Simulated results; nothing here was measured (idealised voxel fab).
Process module, titled voxel ribs on slabs
The cross-section on display is named cut; it measures 155 nm wide, and its cells are 5 nm squares.
A cross-section in this document is a grid of square cells, and it is written down as bands, the top band listed before the ones below it; a band is made up of one or more rows of cells.
A band entry consists of two parts. The first gives the height of the band's top and the height of its bottom, in nm. The rest lists the band's materials from left to right, each with its width in nm. A single material labelled with the word "throughout" fills the band from edge to edge, and the word "empty" marks empty space.
Heads up on the height convention: 0 is the point under which the incoming wafer is all one material, and the lowest band has no bottom, it just keeps going down, like "from 0 down".
A two-number width, for instance "30 to 40", indicates that the width is equal to the first number in the top row of the band and to the second number in the bottom row, and that it changes by a constant amount per row of cells.
Given "no modification" for a step, no cell of the cross-section differs between before and after that step.
Entry "Non-vented voids". Content: empty spaces with no open connection to the top, size 8 cells or greater. Each: width x height at distance. Distance: from left edge. Unit: nm.
after a step's settings: what the simulator itself notes on the step
The "overlay nm" setting may appear on a step's line; for a step that uses a mask, it gives how far to the right of its planned position the mask lay, and a negative value indicates the left.
### Here's what the planned process steps look like
1,RECEIVE (material Si)
2,DIRECTIONAL_DEP (material SiO2; thk nm 20)
3,DIRECTIONAL_DEP (material polySi; thk nm 25)
4,MASKED_ETCH (tone cover; mask id RIB; width nm 20; etch materials polySi; depth nm 20; overlay nm 0)
5,MASKED_ETCH (tone cover; mask id SLAB; width nm 60; etch materials polySi; depth nm 5; overlay nm 0)
6,FILL_DEP (material SiO2; thk nm 20)
7,CMP (height nm 55)
8,DIRECTIONAL_DEP (material TiN; thk nm 10)
9,PATTERN (tone cover; mask id HEATER; material resist; width nm 30; thk nm 20; overlay nm 0)
10,DIRECTIONAL_ETCH (etch materials TiN; depth nm 10)
11,STRIP (etch materials resist)
12,CONFORMAL_DEP (material SiO2; thk nm 5)
Every wafer here starts from the same state; it is the step 5 width nm that distinguishes them, and the value the plan gives belongs to the first wafer.
### Here's the first of the wafers in cross-section, just as we got it, i.e. after step 1
from 0 down = Si throughout
Non-vented voids: none
### Module finished, last step 12 done: cross-section of the first of several wafers
from 70 to 65 = empty 55  SiO2 40  empty 60
from 65 to 60 = empty 55  SiO2 5  TiN 30  SiO2 5  empty 60
from 60 to 55 = SiO2 60  TiN 30  SiO2 65
from 55 to 45 = SiO2 throughout
from 45 to 25 = SiO2 65  polySi 20  SiO2 70
from 25 to 20 = SiO2 45  polySi 60  SiO2 50
from 20 to 0 = SiO2 throughout
from 0 down = Si throughout
Non-vented voids: none
### Here's the last wafer cross-sectioned at the end of the module
from 70 to 65 = empty 55  SiO2 40  empty 60
from 65 to 60 = empty 55  SiO2 5  TiN 30  SiO2 5  empty 60
from 60 to 55 = SiO2 60  TiN 30  SiO2 65
from 55 to 45 = SiO2 throughout
from 45 to 25 = SiO2 65  polySi 20  SiO2 70
from 25 to 20 = SiO2 35  polySi 85  SiO2 35
from 20 to 0 = SiO2 throughout
from 0 down = Si throughout
Non-vented voids: none
### Each row below is a wafer at the end of the module, listing for every material the number of cells it has gained (+) or lost (-) since it was received, followed by its closed voids
width nm 60 | +348 SiO2 | +12 TiN | +28 polySi | Non-vented voids: none
width nm 65 | +347 SiO2 | +12 TiN | +29 polySi | Non-vented voids: none
width nm 70 | +346 SiO2 | +12 TiN | +30 polySi | Non-vented voids: none
width nm 75 | +345 SiO2 | +12 TiN | +31 polySi | Non-vented voids: none
width nm 80 | +344 SiO2 | +12 TiN | +32 polySi | Non-vented voids: none
width nm 85 | +343 SiO2 | +12 TiN | +33 polySi | Non-vented voids: none
